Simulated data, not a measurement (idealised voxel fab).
voxel capacitor over wiring: a process module
It is cross-section cut that appears here, measuring 260 nm in width, its square cells being 5 nm in size.
This document writes a cross-section as a grid whose cells are square, and gives it as bands, listed from the top down; one or more rows of cells form a band.
It is stipulated that each band's entry specify, in nanometres, the height of the top of the band and then that of its bottom, followed by the materials of the band in left-to-right sequence, each together with its width in nanometres. A single material marked by the word "everywhere" is understood to fill the band from edge to edge; the word "blank" is understood to denote empty space.
It should be noted that heights are counted from 0, beneath which the wafer as supplied is of one material throughout, and that the lowest band possesses no lower boundary but continues downward, as written in "from 0 down".
A width such as "30 to 40" changes by the same amount from each row of cells to the next, from the band's top row to its bottom row.
For the purposes of this document, the phrase "no alterations made" attached to a step denotes that no cell within the cross-section was modified by that step.
Basically, "Enclosed void listing" tells you about the enclosed voids: empty spaces with no open way to the top, 8 cells or bigger, each written width x height at distance, where distance is from the left edge, all in nm.
Heads up: the bit after the settings on a step's line is the simulator's remark on that step.
Steps that use a mask can have "overlay nm" on their line. It says how far the mask sat to the right of where it was meant to be. Negative means to the left.

plan:
| 1 | RECEIVE, material Si |
| 2 | CONFORMAL_DEP, material SiO2, thk nm 15 |
| 3 | CONFORMAL_DEP, material SiCN, thk nm 5 |
| 4 | DIRECTIONAL_DEP, material SiO2, thk nm 15 |
| 5 | MASKED_ETCH, tone open, mask id METAL_1, width nm 30, pitch nm 100, etch materials SiO2, depth nm 15, overlay nm 0 |
| 6 | MASKED_ETCH, tone open, mask id METAL_1, width nm 30, pitch nm 100, etch materials SiCN, depth nm 5, overlay nm 0 |
| 7 | CONFORMAL_DEP, material TiN, thk nm 5 |
| 8 | FILL_DEP, material Cu, thk nm 5 |
| 9 | CMP, height nm 35 |
| 10 | EPI, material Ru, thk nm 5 |
| 11 | FILL_DEP, material SiCN, thk nm 5 |
| 12 | DIRECTIONAL_DEP, material SiO2, thk nm 15 |
| 13 | MASKED_ETCH, tone open, mask id PLUG_1, width nm 15, etch materials SiO2, depth nm 15, overlay nm 0 |
| 14 | MASKED_ETCH, tone open, mask id PLUG_1, width nm 15, etch materials SiCN, depth nm 5, overlay nm 0 |
| 15 | EPI, material Ru, thk nm 10 |
| 16 | EPI, material Ru, thk nm 10 |
| 17 | DIRECTIONAL_DEP, material TiN, thk nm 5 |
| 18 | DIRECTIONAL_DEP, material Al2O3, thk nm 5 |
| 19 | DIRECTIONAL_DEP, material TiN, thk nm 10 |
| 20 | MASKED_ETCH, tone cover, mask id UPPER_PLATE, width nm 75, etch materials TiN, depth nm 10, overlay nm 0 |
| 21 | MASKED_ETCH, tone cover, mask id UPPER_PLATE, width nm 75, etch materials Al2O3, depth nm 5, overlay nm 0 |
| 22 | PATTERN, tone cover, mask id LOWER_PLATE, material resist, width nm 85, thk nm 15, overlay nm 0 |
| 23 | DIRECTIONAL_ETCH, etch materials TiN, depth nm 5 |
| 24 | STRIP, etch materials resist |
| 25 | FILL_DEP, material SiO2, thk nm 20 |
| 26 | CMP, height nm 95 |
| 27 | PATTERN, tone open, mask id PLUG_2, material resist, width nm 15, thk nm 15, overlay nm 0 |
| 28 | DIRECTIONAL_ETCH, etch materials SiO2, depth nm 15 |
| 29 | STRIP, etch materials resist |
| 30 | CONFORMAL_DEP, material TiN, thk nm 5 |
| 31 | FILL_DEP, material Ru, thk nm 10 |
| 32 | CMP, height nm 95 |
| 33 | CONFORMAL_DEP, material SiN, thk nm 5 |

Incoming wafer, cross-sectional view, post step 1:
> from 0 down | Si everywhere
> Enclosed void listing: none

Cross-section, first of two wafers, end of module, run as planned:
> from 100 to 95 | SiN everywhere
> from 95 to 85 | SiO2: 90  TiN: 5  Ru: 5  TiN: 5  SiO2: 155
> from 85 to 80 | SiO2: 90  TiN: 15  SiO2: 155
> from 80 to 70 | SiO2: 80  TiN: 75  SiO2: 105
> from 70 to 65 | SiO2: 80  Al2O3: 75  SiO2: 105
> from 65 to 60 | SiO2: 75  TiN: 85  SiO2: 100
> from 60 to 45 | SiO2: 80  Ru: 15  SiO2: 165
> from 45 to 40 | SiCN: 80  Ru: 15  SiCN: 165
> from 40 to 35 | SiCN: 60  Ru: 40  SiCN: 60  Ru: 40  SiCN: 60
> from 35 to 20 | SiO2: 65  TiN: 5  Cu: 20  TiN: 5  SiO2: 70  TiN: 5  Cu: 20  TiN: 5  SiO2: 65
> from 20 to 15 | SiCN: 65  TiN: 30  SiCN: 70  TiN: 30  SiCN: 65
> from 15 to 0 | SiO2 everywhere
> from 0 down | Si everywhere
> Enclosed void listing: none

Here is the second of the two wafers cut open at the end of the module - same start, same plan as the first one, but we made one mistake running it:
> from 100 to 95 | SiN everywhere
> from 95 to 85 | SiO2: 90  TiN: 5  Ru: 5  TiN: 5  SiO2: 155
> from 85 to 75 | SiO2: 90 to 95  TiN: 15 to 60  SiO2: 155 to 105
> from 75 to 70 | SiO2: 80  TiN: 75  SiO2: 105
> from 70 to 65 | SiO2: 80  TiN: 15  Al2O3: 60  SiO2: 105
> from 65 to 60 | SiO2: 75  TiN: 5  Al2O3: 15  TiN: 65  SiO2: 100
> from 60 to 55 | SiCN: 80  TiN: 15  SiCN: 165
> from 55 to 50 | SiCN: 60  SiO2: 40  SiCN: 60  SiO2: 40  SiCN: 60
> from 50 to 40 | SiO2 everywhere
> from 40 to 35 | SiO2: 60  Ru: 40  SiO2: 60  Ru: 40  SiO2: 60
> from 35 to 20 | SiO2: 65  TiN: 5  Cu: 20  TiN: 5  SiO2: 70  TiN: 5  Cu: 20  TiN: 5  SiO2: 65
> from 20 to 15 | SiCN: 65  TiN: 30  SiCN: 70  TiN: 30  SiCN: 65
> from 15 to 0 | SiO2 everywhere
> from 0 down | Si everywhere
> Enclosed void listing: none
So what did we get wrong on this run? ran 11 and 12 in swapped order versus the plan
FYI, end of process, the second wafer has more or fewer cells of some materials than the first: -12 Ru | +12 SiO2
